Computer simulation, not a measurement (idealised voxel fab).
process module | voxel transistor to metal
cross-section cut | 170 nm wide | cells 5 nm
A cross-section is a grid of square cells, given in bands from the top down. A band is one or more rows of cells.
Each band's line starts with the height of the band's top and of its bottom, in nm. Then come its materials from left to right, each with its width in nm. One material with "throughout" fills the band from edge to edge. "air" is empty space.
Height 0 is the level under which the wafer as received is all one material. The lowest band goes on downwards, as in "0 down".
A width such as "30 to 40" changes by the same amount from each row of cells to the next, from the band's top row to its bottom row.
"no change" after a step means that no cell of the cross-section changed.
closed voids: empty space of 8 cells or more with no open way to the top, each as width x height at its distance from the left edge, in nm
after a step's settings: what the simulator itself notes on the step
overlay nm, on a step with a mask: how far to the right of its planned place the mask lay; to the left if negative
Each pair below shows a cross-section before one step and the cross-section after it, down to the lowest band that changed. The line under each pair gives the step between them, with its settings. The pairs can come from different runs of this module on the same starting wafer, so a pair continues from the pair above only where its "before" says so.
before
  105 to 95: lowk 30 | TiN 5 | Cu 10 | TiN 5 | lowk 65 | TiN 5 | Cu 10 | TiN 5 | lowk 35
  95 to 90: lowk 30 | TiN 5 | Cu 5 | TiN 10 | lowk 65 | TiN 5 | Cu 5 | TiN 10 | lowk 35
  90 to 80: lowk 30 | TiN 5 | Cu 5 | TiN 5 | lowk 70 | TiN 5 | Cu 5 | TiN 5 | lowk 40
  80 to 75: SiCN 30 | TiN 15 | SiCN 70 | TiN 15 | SiCN 40
  75 to 50: lowk 30 | TiN 5 | Ru 10 | TiN 5 | lowk 65 | TiN 5 | Ru 10 | TiN 5 | lowk 35
  50 to 45: SiN 30 | TiN 20 | SiN 65 | TiN 20 | SiN 35
  45 to 35: SiO2 30 | TiN 5 | W 25 | TiN 5 | SiO2 35 | TiN 5 | W 25 | TiN 5 | SiO2 35
  35 to 25: SiO2 30 | TiN 5 | W 25 | TiN 5 | SiO2 5 | SiCN 25 | SiO2 5 | TiN 5 | W 25 | TiN 5 | SiO2 35
  25 to 10: SiO2 30 | TiN 5 | W 25 | TiN 5 | SiO2 5 | polySi 25 | SiO2 5 | TiN 5 | W 25 | TiN 5 | SiO2 35
  10 to 5: SiO2 30 | TiN 35 | SiO2 5 | polySi 25 | SiO2 5 | TiN 35 | SiO2 35
  5 to -5: SiO2 50 | pSi 15 | SiO2 5 | polySi 25 | SiO2 5 | pSi 15 | SiO2 55
  -5 to -10: SiO2 20 | pSi 45 | SiO2 35 | pSi 45 | SiO2 25
  -10 to -20: SiO2 25 | pSi 40 | Si 35 | pSi 40 | SiO2 30
  -20 to -35: SiO2 25 | Si 115 | SiO2 30
  -35 down: Si throughout
  closed voids: none
after
  110 to 105: SiCN throughout
  below 105: unchanged
  closed voids: none
the step between: op CONFORMAL_DEP | material SiCN | thk nm 5
before
  10 to 0: air 20 | SiN 125 | air 25
  0 to -5: air 20 | SiO2 125 | air 25
  -5 to -30: air 20 | Si 125 | air 25
  -30 down: Si throughout
  closed voids: none
after
  10 to 0: air 20 | SiN 125 | air 25
  0 to -5: air 20 | SiO2 125 | air 25
  -5 to -55: air 20 | Si 125 | air 25
  below -55: unchanged
  closed voids: none
the step between: op MASKED_ETCH | tone cover | mask id ACTIVE | width nm 125 | etch materials Si | depth nm 25 | overlay nm 0
before: the cross-section after the pair above
after
  10 to 0: air 20 | SiN 125 | air 25
  0 to -5: air 20 | SiO2 125 | air 25
  -5 to -55: air 20 | SiO2 5 | Si 115 | SiO2 5 | air 25
  -55 to -60: SiO2 25 | Si 115 | SiO2 30
  below -60: unchanged
  closed voids: none
the step between: op OXIDIZE | depth nm 5
before: the cross-section after the pair above
after
  25 to 10: SiO2 throughout
  10 to 0: SiO2 20 | SiN 125 | SiO2 25
  0 to -5: SiO2 throughout
  -5 to -60: SiO2 25 | Si 115 | SiO2 30
  below -60: unchanged
  closed voids: none
the step between: op FILL_DEP | material SiO2 | thk nm 15
before: the cross-section after the pair above
after
  10 to 0: SiO2 20 | SiN 125 | SiO2 25
  below 0: unchanged
  closed voids: none
the step between: op CMP | height nm 10
before: the cross-section after the pair above
after
  10 to 5: air 20 | SiN 125 | air 25
  below 5: unchanged
  closed voids: none
the step between: op SELECTIVE_ETCH | etch materials SiO2 | depth nm 5
before: the cross-section after the pair above
after
  5 to 0: SiO2 20 | air 125 | SiO2 25
  below 0: unchanged
  closed voids: none
the step between: op STRIP | etch materials SiN
before: the cross-section after the pair above
after
  0 to -5: SiO2 15 | air 135 | SiO2 20
  below -5: unchanged
  closed voids: none
the step between: op SELECTIVE_ETCH | etch materials SiO2 | depth nm 5
before: the cross-section after the pair above
after
  0 to -5: SiO2 15 | air 135 | SiO2 20
  -5 to -10: SiO2 throughout
  below -10: unchanged
  closed voids: none
the step between: op OXIDIZE | depth nm 5
before: the cross-section after the pair above
after
  30 to 25: polySi 15 | air 135 | polySi 20
  25 to 0: polySi throughout
  0 to -5: SiO2 15 | polySi 135 | SiO2 20
  below -5: unchanged
  closed voids: none
the step between: op DIRECTIONAL_DEP | material polySi | thk nm 30
before: the cross-section after the pair above
after
  40 to 35: SiCN 15 | air 135 | SiCN 20
  35 to 30: SiCN throughout
  30 to 25: polySi 15 | SiCN 135 | polySi 20
  below 25: unchanged
  closed voids: none
the step between: op DIRECTIONAL_DEP | material SiCN | thk nm 10
before: the cross-section after the pair above
after
  35 to 30: air 70 | SiCN 25 | air 75
  30 to 25: polySi 15 | air 55 | SiCN 25 | air 55 | polySi 20
  below 25: unchanged
  closed voids: none
the step between: op MASKED_ETCH | tone cover | mask id GATE | width nm 25 | etch materials SiCN | depth nm 20 | overlay nm 0
before: the cross-section after the pair above
after
  35 to 25: air 70 | SiCN 25 | air 75
  25 to 0: air 70 | polySi 25 | air 75
  0 to -5: SiO2 15 | air 55 | polySi 25 | air 55 | SiO2 20
  below -5: unchanged
  closed voids: none
the step between: op MASKED_ETCH | tone cover | mask id GATE | width nm 25 | etch materials polySi | depth nm 40 | overlay nm 0
before: the cross-section after the pair above
after
  40 to 35: air 65 | SiO2 35 | air 70
  35 to 25: air 65 | SiO2 5 | SiCN 25 | SiO2 5 | air 70
  25 to 5: air 65 | SiO2 5 | polySi 25 | SiO2 5 | air 70
  5 to 0: SiO2 20 | air 45 | SiO2 5 | polySi 25 | SiO2 5 | air 45 | SiO2 25
  0 to -5: SiO2 70 | polySi 25 | SiO2 75
  below -5: unchanged
  closed voids: none
the step between: op CONFORMAL_DEP | material SiO2 | thk nm 5
before: the cross-section after the pair above
after
  35 to 25: air 65 | SiO2 5 | SiCN 25 | SiO2 5 | air 70
  25 to 0: air 65 | SiO2 5 | polySi 25 | SiO2 5 | air 70
  0 to -5: SiO2 20 | air 45 | SiO2 5 | polySi 25 | SiO2 5 | air 45 | SiO2 25
  below -5: unchanged
  closed voids: none
the step between: op DIRECTIONAL_ETCH | etch materials SiO2 | depth nm 5
before: the cross-section after the pair above
after
  45 to 35: air 55 | SiN 55 | air 60
  35 to 25: air 55 | SiN 10 | SiO2 5 | SiCN 25 | SiO2 5 | SiN 10 | air 60
  25 to 10: air 55 | SiN 10 | SiO2 5 | polySi 25 | SiO2 5 | SiN 10 | air 60
  10 to 5: SiN 30 | air 25 | SiN 10 | SiO2 5 | polySi 25 | SiO2 5 | SiN 10 | air 25 | SiN 35
  5 to 0: SiN 65 | SiO2 5 | polySi 25 | SiO2 5 | SiN 70
  0 to -5: SiO2 20 | SiN 45 | SiO2 5 | polySi 25 | SiO2 5 | SiN 45 | SiO2 25
  below -5: unchanged
  closed voids: none
the step between: op CONFORMAL_DEP | material SiN | thk nm 10
before: the cross-section after the pair above
after
  35 to 25: air 55 | SiN 10 | SiO2 5 | SiCN 25 | SiO2 5 | SiN 10 | air 60
  25 to 0: air 55 | SiN 10 | SiO2 5 | polySi 25 | SiO2 5 | SiN 10 | air 60
  0 to -5: SiO2 20 | SiN 10 | air 25 | SiN 10 | SiO2 5 | polySi 25 | SiO2 5 | SiN 10 | air 25 | SiN 10 | SiO2 25
  below -5: unchanged
  closed voids: none
the step between: op DIRECTIONAL_ETCH | etch materials SiN | depth nm 10
before: the cross-section after the pair above
after
  35 to 30: air 55 | SiN 10 | air 5 | SiCN 25 | air 5 | SiN 10 | air 60
  30 to 25: air 55 | SiN 10 | SiO2 5 | SiCN 25 | SiO2 5 | SiN 10 | air 60
  25 to 0: air 55 | SiN 10 | SiO2 5 | polySi 25 | SiO2 5 | SiN 10 | air 60
  0 to -5: air 20 | SiN 10 | air 25 | SiN 10 | SiO2 5 | polySi 25 | SiO2 5 | SiN 10 | air 25 | SiN 10 | air 25
  -5 to -10: SiO2 30 | air 25 | SiO2 55 | air 25 | SiO2 35
  below -10: unchanged
  closed voids: none
the step between: op DIRECTIONAL_ETCH | etch materials SiO2 | depth nm 5
before: the cross-section after the pair above
after
  35 to 30: air 55 | SiN 10 | air 5 | SiCN 25 | air 5 | SiN 10 | air 60
  30 to 25: air 55 | SiN 10 | SiO2 5 | SiCN 25 | SiO2 5 | SiN 10 | air 60
  25 to 0: air 55 | SiN 10 | SiO2 5 | polySi 25 | SiO2 5 | SiN 10 | air 60
  0 to -5: air 20 | SiN 10 | air 25 | SiN 10 | SiO2 5 | polySi 25 | SiO2 5 | SiN 10 | air 25 | SiN 10 | air 25
  -5 to -10: SiO2 30 | air 25 | SiO2 55 | air 25 | SiO2 35
  -10 to -20: SiO2 25 | Si 5 | air 25 | Si 55 | air 25 | Si 5 | SiO2 30
  below -20: unchanged
  closed voids: none
the step between: op DIRECTIONAL_ETCH | etch materials Si | depth nm 10
before: the cross-section after the pair above
after
  35 to 30: air 55 | SiN 10 | air 5 | SiCN 25 | air 5 | SiN 10 | air 60
  30 to 25: air 55 | SiN 10 | SiO2 5 | SiCN 25 | SiO2 5 | SiN 10 | air 60
  25 to 5: air 55 | SiN 10 | SiO2 5 | polySi 25 | SiO2 5 | SiN 10 | air 60
  5 to 0: air 25 | pSi 30 | SiN 10 | SiO2 5 | polySi 25 | SiO2 5 | SiN 10 | pSi 30 | air 30
  0 to -5: air 20 | SiN 10 | pSi 25 | SiN 10 | SiO2 5 | polySi 25 | SiO2 5 | SiN 10 | pSi 25 | SiN 10 | air 25
  -5 to -10: SiO2 30 | pSi 25 | SiO2 55 | pSi 25 | SiO2 35
  -10 to -20: SiO2 25 | Si 5 | pSi 25 | Si 55 | pSi 25 | Si 5 | SiO2 30
  below -20: unchanged
  closed voids: none
the step between: op EPI | material pSi | thk nm 15
before: the cross-section after the pair above
after
  40 to 35: SiO2 throughout
  35 to 25: SiO2 55 | SiN 10 | SiO2 5 | SiCN 25 | SiO2 5 | SiN 10 | SiO2 60
  25 to 5: SiO2 55 | SiN 10 | SiO2 5 | polySi 25 | SiO2 5 | SiN 10 | SiO2 60
  5 to 0: SiO2 25 | pSi 30 | SiN 10 | SiO2 5 | polySi 25 | SiO2 5 | SiN 10 | pSi 30 | SiO2 30
  0 to -5: SiO2 20 | SiN 10 | pSi 25 | SiN 10 | SiO2 5 | polySi 25 | SiO2 5 | SiN 10 | pSi 25 | SiN 10 | SiO2 25
  below -5: unchanged
  closed voids: none
the step between: op FILL_DEP | material SiO2 | thk nm 5
before: the cross-section after the pair above
after
  35 to 25: SiO2 55 | SiN 10 | SiO2 5 | SiCN 25 | SiO2 5 | SiN 10 | SiO2 60
  below 25: unchanged
  closed voids: none
the step between: op CMP | height nm 35
before: the cross-section after the pair above
after
  45 to 35: SiO2 throughout
  below 35: unchanged
  closed voids: none
the step between: op DIRECTIONAL_DEP | material SiO2 | thk nm 10
before: the cross-section after the pair above
after
  65 to 45: resist 30 | air 35 | resist 35 | air 35 | resist 35
  below 45: unchanged
  closed voids: none
the step between: op PATTERN | tone open | mask id CONTACT | material resist | width nm 35 | pitch nm 70 | thk nm 20 | overlay nm 0
before: the cross-section after the pair above
after
  65 to 45: resist 30 | air 35 | resist 35 | air 35 | resist 35
  45 to 35: SiO2 30 | air 35 | SiO2 35 | air 35 | SiO2 35
  35 to 25: SiO2 30 | air 25 | SiN 10 | SiO2 5 | SiCN 25 | SiO2 5 | SiN 10 | air 25 | SiO2 35
  25 to 5: SiO2 30 | air 25 | SiN 10 | SiO2 5 | polySi 25 | SiO2 5 | SiN 10 | air 25 | SiO2 35
  below 5: unchanged
  closed voids: none
the step between: op DIRECTIONAL_ETCH | etch materials SiO2 | depth nm 40
before: the cross-section after the pair above
after
  45 to 35: SiO2 30 | air 35 | SiO2 35 | air 35 | SiO2 35
  below 35: unchanged
  closed voids: none
the step between: op STRIP | etch materials resist
before: the cross-section after the pair above
after
  50 to 45: TiN 35 | air 25 | TiN 45 | air 25 | TiN 40
  45 to 35: SiO2 30 | TiN 5 | air 25 to 15 | TiN 5 to 15 | SiO2 35 | TiN 5 to 15 | air 25 to 15 | TiN 5 | SiO2 35
  35 to 25: SiO2 30 | TiN 5 | air 15 | TiN 5 | SiN 10 | SiO2 5 | SiCN 25 | SiO2 5 | SiN 10 | TiN 5 | air 15 | TiN 5 | SiO2 35
  25 to 10: SiO2 30 | TiN 5 | air 15 | TiN 5 | SiN 10 | SiO2 5 | polySi 25 | SiO2 5 | SiN 10 | TiN 5 | air 15 | TiN 5 | SiO2 35
  10 to 5: SiO2 30 | TiN 25 | SiN 10 | SiO2 5 | polySi 25 | SiO2 5 | SiN 10 | TiN 25 | SiO2 35
  below 5: unchanged
  closed voids: none
the step between: op CONFORMAL_DEP | material TiN | thk nm 5
before: the cross-section after the pair above
after
  60 to 50: W throughout
  50 to 45: TiN 35 | W 25 | TiN 45 | W 25 | TiN 40
  45 to 35: SiO2 30 | TiN 5 | W 25 to 15 | TiN 5 to 15 | SiO2 35 | TiN 5 to 15 | W 25 to 15 | TiN 5 | SiO2 35
  35 to 25: SiO2 30 | TiN 5 | W 15 | TiN 5 | SiN 10 | SiO2 5 | SiCN 25 | SiO2 5 | SiN 10 | TiN 5 | W 15 | TiN 5 | SiO2 35
  25 to 10: SiO2 30 | TiN 5 | W 15 | TiN 5 | SiN 10 | SiO2 5 | polySi 25 | SiO2 5 | SiN 10 | TiN 5 | W 15 | TiN 5 | SiO2 35
  below 10: unchanged
  closed voids: none
the step between: op FILL_DEP | material W | thk nm 10
before: the cross-section after the pair above
after
  45 to 35: SiO2 30 | TiN 5 | W 25 to 15 | TiN 5 to 15 | SiO2 35 | TiN 5 to 15 | W 25 to 15 | TiN 5 | SiO2 35
  below 35: unchanged
  closed voids: none
the step between: op CMP | height nm 45
before: the cross-section after the pair above
after
  50 to 45: SiN throughout
  below 45: unchanged
  closed voids: none
the step between: op CONFORMAL_DEP | material SiN | thk nm 5
before: the cross-section after the pair above
after
  75 to 50: lowk throughout
  below 50: unchanged
  closed voids: none
the step between: op DIRECTIONAL_DEP | material lowk | thk nm 25
before: the cross-section after the pair above
after
  90 to 75: aC throughout
  below 75: unchanged
  closed voids: none
the step between: op DIRECTIONAL_DEP | material aC | thk nm 15
before: the cross-section after the pair above
after
  120 to 90: resist 30 | air 20 | resist 65 | air 20 | resist 35
  below 90: unchanged
  closed voids: none
the step between: op PATTERN | tone open | mask id METAL_1 | material resist | width nm 20 | pitch nm 85 | thk nm 30 | overlay nm 0
before: the cross-section after the pair above
after
  105 to 90: resist 30 | air 20 | resist 65 | air 20 | resist 35
  90 to 75: aC 30 | air 20 | aC 65 | air 20 | aC 35
  below 75: unchanged
  closed voids: none
the step between: op DIRECTIONAL_ETCH | etch materials aC | depth nm 15
before: the cross-section after the pair above
after
  90 to 75: aC 30 | air 20 | aC 65 | air 20 | aC 35
  below 75: unchanged
  closed voids: none
the step between: op STRIP | etch materials resist
before: the cross-section after the pair above
after
  90 to 75: aC 30 | air 20 | aC 65 | air 20 | aC 35
  75 to 50: lowk 30 | air 20 | lowk 65 | air 20 | lowk 35
  below 50: unchanged
  closed voids: none
the step between: op DIRECTIONAL_ETCH | etch materials lowk | depth nm 25
before: the cross-section after the pair above
after
  90 to 75: aC 30 | air 20 | aC 65 | air 20 | aC 35
  75 to 50: lowk 30 | air 20 | lowk 65 | air 20 | lowk 35
  50 to 45: SiN 30 | air 20 | SiN 65 | air 20 | SiN 35
  below 45: unchanged
  closed voids: none
the step between: op DIRECTIONAL_ETCH | etch materials SiN | depth nm 5
before: the cross-section after the pair above
after
  75 to 50: lowk 30 | air 20 | lowk 65 | air 20 | lowk 35
  below 50: unchanged
  closed voids: none
the step between: op STRIP | etch materials aC
before: the cross-section after the pair above
after
  80 to 75: TiN 35 | air 10 | TiN 75 | air 10 | TiN 40
  75 to 50: lowk 30 | TiN 5 | air 10 | TiN 5 | lowk 65 | TiN 5 | air 10 | TiN 5 | lowk 35
  50 to 45: SiN 30 | TiN 20 | SiN 65 | TiN 20 | SiN 35
  below 45: unchanged
  closed voids: none
the step between: op CONFORMAL_DEP | material TiN | thk nm 5
before: the cross-section after the pair above
after
  85 to 80: Ru throughout
  80 to 75: TiN 35 | Ru 10 | TiN 75 | Ru 10 | TiN 40
  75 to 50: lowk 30 | TiN 5 | Ru 10 | TiN 5 | lowk 65 | TiN 5 | Ru 10 | TiN 5 | lowk 35
  below 50: unchanged
  closed voids: none
the step between: op FILL_DEP | material Ru | thk nm 5
before: the cross-section after the pair above
after
  75 to 50: lowk 30 | TiN 5 | Ru 10 | TiN 5 | lowk 65 | TiN 5 | Ru 10 | TiN 5 | lowk 35
  below 50: unchanged
  closed voids: none
the step between: op CMP | height nm 75
before: the cross-section after the pair above
after
  80 to 75: SiCN throughout
  below 75: unchanged
  closed voids: none
the step between: op CONFORMAL_DEP | material SiCN | thk nm 5
before: the cross-section after the pair above
after
  105 to 80: lowk throughout
  below 80: unchanged
  closed voids: none
the step between: op DIRECTIONAL_DEP | material lowk | thk nm 25
before: the cross-section after the pair above
after
  105 to 90: lowk 30 | air 20 | lowk 65 | air 20 | lowk 35
  below 90: unchanged
  closed voids: none
the step between: op MASKED_ETCH | tone open | mask id METAL_2 | width nm 20 | pitch nm 85 | etch materials lowk | depth nm 15 | overlay nm 0
before: the cross-section after the pair above
after
  105 to 90: lowk 30 | air 20 | lowk 65 | air 20 | lowk 35
  90 to 80: lowk 30 | air 15 | lowk 70 | air 15 | lowk 40
  below 80: unchanged
  closed voids: none
the step between: op MASKED_ETCH | tone open | mask id METAL_2_HOLES | width nm 15 | pitch nm 85 | etch materials lowk | depth nm 10 | overlay nm 0
before: the cross-section after the pair above
after
  105 to 90: lowk 30 | air 20 | lowk 65 | air 20 | lowk 35
  90 to 80: lowk 30 | air 15 | lowk 70 | air 15 | lowk 40
  80 to 75: SiCN 30 | air 15 | SiCN 70 | air 15 | SiCN 40
  below 75: unchanged
  closed voids: none
the step between: op MASKED_ETCH | tone open | mask id METAL_2_HOLES | width nm 15 | pitch nm 85 | etch materials SiCN | depth nm 5 | overlay nm 0
before: the cross-section after the pair above
after
  110 to 105: TiN 35 | air 10 | TiN 75 | air 10 | TiN 40
  105 to 95: lowk 30 | TiN 5 | air 10 | TiN 5 | lowk 65 | TiN 5 | air 10 | TiN 5 | lowk 35
  95 to 90: lowk 30 | TiN 5 | air 5 | TiN 10 | lowk 65 | TiN 5 | air 5 | TiN 10 | lowk 35
  90 to 80: lowk 30 | TiN 5 | air 5 | TiN 5 | lowk 70 | TiN 5 | air 5 | TiN 5 | lowk 40
  80 to 75: SiCN 30 | TiN 15 | SiCN 70 | TiN 15 | SiCN 40
  below 75: unchanged
  closed voids: none
the step between: op CONFORMAL_DEP | material TiN | thk nm 5
before: the cross-section after the pair above
after
  120 to 110: Cu throughout
  110 to 105: TiN 35 | Cu 10 | TiN 75 | Cu 10 | TiN 40
  105 to 95: lowk 30 | TiN 5 | Cu 10 | TiN 5 | lowk 65 | TiN 5 | Cu 10 | TiN 5 | lowk 35
  95 to 90: lowk 30 | TiN 5 | Cu 5 | TiN 10 | lowk 65 | TiN 5 | Cu 5 | TiN 10 | lowk 35
  90 to 80: lowk 30 | TiN 5 | Cu 5 | TiN 5 | lowk 70 | TiN 5 | Cu 5 | TiN 5 | lowk 40
  below 80: unchanged
  closed voids: none
the step between: op FILL_DEP | material Cu | thk nm 10
before: the cross-section after the pair above
after
  105 to 95: lowk 30 | TiN 5 | Cu 10 | TiN 5 | lowk 65 | TiN 5 | Cu 10 | TiN 5 | lowk 35
  below 95: unchanged
  closed voids: none
the step between: op CMP | height nm 105
before: the cross-section after the pair above
after
  110 to 105: SiCN throughout
  below 105: unchanged
  closed voids: none
the step between: op CONFORMAL_DEP | material SiCN | thk nm 5
before
  75 to 50: lowk 30 | TiN 5 | Ru 10 | TiN 5 | lowk 65 | TiN 5 | Ru 10 | TiN 5 | lowk 35
  50 to 45: SiN 30 | TiN 20 | SiN 65 | TiN 20 | SiN 35
  45 to 35: SiO2 30 | TiN 5 | W 25 to 15 | TiN 5 to 15 | SiO2 35 | TiN 5 to 15 | W 25 to 15 | TiN 5 | SiO2 35
  35 to 25: SiO2 30 | TiN 5 | W 15 | TiN 5 | SiN 10 | SiO2 5 | SiCN 25 | SiO2 5 | SiN 10 | TiN 5 | W 15 | TiN 5 | SiO2 35
  25 to 10: SiO2 30 | TiN 5 | W 15 | TiN 5 | SiN 10 | SiO2 5 | polySi 25 | SiO2 5 | SiN 10 | TiN 5 | W 15 | TiN 5 | SiO2 35
  10 to 5: SiO2 30 | TiN 25 | SiN 10 | SiO2 5 | polySi 25 | SiO2 5 | SiN 10 | TiN 25 | SiO2 35
  5 to 0: SiO2 25 | pSi 30 | SiN 10 | SiO2 5 | polySi 25 | SiO2 5 | SiN 10 | pSi 30 | SiO2 30
  0 to -5: SiO2 20 | SiN 10 | pSi 25 | SiN 10 | SiO2 5 | polySi 25 | SiO2 5 | SiN 10 | pSi 25 | SiN 10 | SiO2 25
  -5 to -10: SiO2 30 | pSi 25 | SiO2 55 | pSi 25 | SiO2 35
  -10 to -20: SiO2 25 | Si 5 | pSi 25 | Si 55 | pSi 25 | Si 5 | SiO2 30
  -20 to -35: SiO2 25 | Si 115 | SiO2 30
  -35 down: Si throughout
  closed voids: none
after
  100 to 75: lowk throughout
  below 75: unchanged
  closed voids: none
the step between: op DIRECTIONAL_DEP | material lowk | thk nm 25
before: the cross-section after the pair above
after
  105 to 100: SiCN throughout
  below 100: unchanged
  closed voids: none
the step between: op CONFORMAL_DEP | material SiCN | thk nm 5
before: the cross-section after the pair above
after
  105 to 100: SiCN 30 | air 15 | SiCN 70 | air 15 | SiCN 40
  below 100: unchanged
  closed voids: none
the step between: op MASKED_ETCH | tone open | mask id METAL_2_HOLES | width nm 15 | pitch nm 85 | etch materials SiCN | depth nm 5 | overlay nm 0
before: the cross-section after the pair above
after
  110 to 105: TiN 35 | air 5 | TiN 80 | air 5 | TiN 45
  105 to 100: SiCN 30 | TiN 15 | SiCN 70 | TiN 15 | SiCN 40
  below 100: unchanged
  closed voids: none
the step between: op CONFORMAL_DEP | material TiN | thk nm 5
before: the cross-section after the pair above
after
  120 to 110: Cu throughout
  110 to 105: TiN 35 | Cu 5 | TiN 80 | Cu 5 | TiN 45
  below 105: unchanged
  closed voids: none
the step between: op FILL_DEP | material Cu | thk nm 10
before: the cross-section after the pair above
after
  105 to 100: SiCN 30 | TiN 15 | SiCN 70 | TiN 15 | SiCN 40
  below 100: unchanged
  closed voids: none
the step between: op CMP | height nm 105
before: the cross-section after the pair above
after
  110 to 105: SiCN throughout
  below 105: unchanged
  closed voids: none
the step between: op CONFORMAL_DEP | material SiCN | thk nm 5
before
  45 to 35: SiO2 30 | TiN 5 | W 25 to 15 | TiN 5 to 15 | SiO2 35 | TiN 5 to 15 | W 25 to 15 | TiN 5 | SiO2 35
  35 to 25: SiO2 30 | TiN 5 | W 15 | TiN 5 | SiN 10 | SiO2 5 | SiCN 25 | SiO2 5 | SiN 10 | TiN 5 | W 15 | TiN 5 | SiO2 35
  25 to 10: SiO2 30 | TiN 5 | W 15 | TiN 5 | SiN 10 | SiO2 5 | polySi 25 | SiO2 5 | SiN 10 | TiN 5 | W 15 | TiN 5 | SiO2 35
  10 to 5: SiO2 30 | TiN 25 | SiN 10 | SiO2 5 | polySi 25 | SiO2 5 | SiN 10 | TiN 25 | SiO2 35
  5 to 0: SiO2 25 | pSi 30 | SiN 10 | SiO2 5 | polySi 25 | SiO2 5 | SiN 10 | pSi 30 | SiO2 30
  0 to -5: SiO2 20 | SiN 10 | pSi 25 | SiN 10 | SiO2 5 | polySi 25 | SiO2 5 | SiN 10 | pSi 25 | SiN 10 | SiO2 25
  -5 to -10: SiO2 30 | pSi 25 | SiO2 55 | pSi 25 | SiO2 35
  -10 to -20: SiO2 25 | Si 5 | pSi 25 | Si 55 | pSi 25 | Si 5 | SiO2 30
  -20 to -35: SiO2 25 | Si 115 | SiO2 30
  -35 down: Si throughout
  closed voids: none
after
  60 to 45: SiN throughout
  below 45: unchanged
  closed voids: none
the step between: op CONFORMAL_DEP | material SiN | thk nm 15
before: the cross-section after the pair above
after
  85 to 60: lowk throughout
  below 60: unchanged
  closed voids: none
the step between: op DIRECTIONAL_DEP | material lowk | thk nm 25
before: the cross-section after the pair above
after
  100 to 85: aC throughout
  below 85: unchanged
  closed voids: none
the step between: op DIRECTIONAL_DEP | material aC | thk nm 15
before: the cross-section after the pair above
after
  130 to 100: resist 30 | air 20 | resist 65 | air 20 | resist 35
  below 100: unchanged
  closed voids: none
the step between: op PATTERN | tone open | mask id METAL_1 | material resist | width nm 20 | pitch nm 85 | thk nm 30 | overlay nm 0
before: the cross-section after the pair above
after
  115 to 100: resist 30 | air 20 | resist 65 | air 20 | resist 35
  100 to 85: aC 30 | air 20 | aC 65 | air 20 | aC 35
  below 85: unchanged
  closed voids: none
the step between: op DIRECTIONAL_ETCH | etch materials aC | depth nm 15
before: the cross-section after the pair above
after
  100 to 85: aC 30 | air 20 | aC 65 | air 20 | aC 35
  below 85: unchanged
  closed voids: none
the step between: op STRIP | etch materials resist
before: the cross-section after the pair above
after
  100 to 85: aC 30 | air 20 | aC 65 | air 20 | aC 35
  85 to 60: lowk 30 | air 20 | lowk 65 | air 20 | lowk 35
  below 60: unchanged
  closed voids: none
the step between: op DIRECTIONAL_ETCH | etch materials lowk | depth nm 25
before: the cross-section after the pair above
after
  100 to 85: aC 30 | air 20 | aC 65 | air 20 | aC 35
  85 to 60: lowk 30 | air 20 | lowk 65 | air 20 | lowk 35
  60 to 55: SiN 30 | air 20 | SiN 65 | air 20 | SiN 35
  below 55: unchanged
  closed voids: none
the step between: op DIRECTIONAL_ETCH | etch materials SiN | depth nm 5
before: the cross-section after the pair above
after
  85 to 60: lowk 30 | air 20 | lowk 65 | air 20 | lowk 35
  below 60: unchanged
  closed voids: none
the step between: op STRIP | etch materials aC
before: the cross-section after the pair above
after
  90 to 85: TiN 35 | air 10 | TiN 75 | air 10 | TiN 40
  85 to 60: lowk 30 | TiN 5 | air 10 | TiN 5 | lowk 65 | TiN 5 | air 10 | TiN 5 | lowk 35
  60 to 55: SiN 30 | TiN 20 | SiN 65 | TiN 20 | SiN 35
  below 55: unchanged
  closed voids: none
the step between: op CONFORMAL_DEP | material TiN | thk nm 5
before: the cross-section after the pair above
after
  95 to 90: Ru throughout
  90 to 85: TiN 35 | Ru 10 | TiN 75 | Ru 10 | TiN 40
  85 to 60: lowk 30 | TiN 5 | Ru 10 | TiN 5 | lowk 65 | TiN 5 | Ru 10 | TiN 5 | lowk 35
  below 60: unchanged
  closed voids: none
the step between: op FILL_DEP | material Ru | thk nm 5
before: the cross-section after the pair above
after
  75 to 60: lowk 30 | TiN 5 | Ru 10 | TiN 5 | lowk 65 | TiN 5 | Ru 10 | TiN 5 | lowk 35
  below 60: unchanged
  closed voids: none
the step between: op CMP | height nm 75
before: the cross-section after the pair above
after
  80 to 75: SiCN throughout
  below 75: unchanged
  closed voids: none
the step between: op CONFORMAL_DEP | material SiCN | thk nm 5
before: the cross-section after the pair above
after
  105 to 80: lowk throughout
  below 80: unchanged
  closed voids: none
the step between: op DIRECTIONAL_DEP | material lowk | thk nm 25
before: the cross-section after the pair above
after
  105 to 90: lowk 30 | air 20 | lowk 65 | air 20 | lowk 35
  below 90: unchanged
  closed voids: none
the step between: op MASKED_ETCH | tone open | mask id METAL_2 | width nm 20 | pitch nm 85 | etch materials lowk | depth nm 15 | overlay nm 0
before: the cross-section after the pair above
after
  105 to 90: lowk 30 | air 20 | lowk 65 | air 20 | lowk 35
  90 to 80: lowk 30 | air 15 | lowk 70 | air 15 | lowk 40
  below 80: unchanged
  closed voids: none
the step between: op MASKED_ETCH | tone open | mask id METAL_2_HOLES | width nm 15 | pitch nm 85 | etch materials lowk | depth nm 10 | overlay nm 0
before: the cross-section after the pair above
after
  105 to 90: lowk 30 | air 20 | lowk 65 | air 20 | lowk 35
  90 to 80: lowk 30 | air 15 | lowk 70 | air 15 | lowk 40
  80 to 75: SiCN 30 | air 15 | SiCN 70 | air 15 | SiCN 40
  below 75: unchanged
  closed voids: none
the step between: op MASKED_ETCH | tone open | mask id METAL_2_HOLES | width nm 15 | pitch nm 85 | etch materials SiCN | depth nm 5 | overlay nm 0
before: the cross-section after the pair above
after
  110 to 105: TiN 35 | air 10 | TiN 75 | air 10 | TiN 40
  105 to 95: lowk 30 | TiN 5 | air 10 | TiN 5 | lowk 65 | TiN 5 | air 10 | TiN 5 | lowk 35
  95 to 90: lowk 30 | TiN 5 | air 5 | TiN 10 | lowk 65 | TiN 5 | air 5 | TiN 10 | lowk 35
  90 to 80: lowk 30 | TiN 5 | air 5 | TiN 5 | lowk 70 | TiN 5 | air 5 | TiN 5 | lowk 40
  80 to 75: SiCN 30 | TiN 15 | SiCN 70 | TiN 15 | SiCN 40
  below 75: unchanged
  closed voids: none
the step between: op CONFORMAL_DEP | material TiN | thk nm 5
before: the cross-section after the pair above
after
  120 to 110: Cu throughout
  110 to 105: TiN 35 | Cu 10 | TiN 75 | Cu 10 | TiN 40
  105 to 95: lowk 30 | TiN 5 | Cu 10 | TiN 5 | lowk 65 | TiN 5 | Cu 10 | TiN 5 | lowk 35
  95 to 90: lowk 30 | TiN 5 | Cu 5 | TiN 10 | lowk 65 | TiN 5 | Cu 5 | TiN 10 | lowk 35
  90 to 80: lowk 30 | TiN 5 | Cu 5 | TiN 5 | lowk 70 | TiN 5 | Cu 5 | TiN 5 | lowk 40
  below 80: unchanged
  closed voids: none
the step between: op FILL_DEP | material Cu | thk nm 10
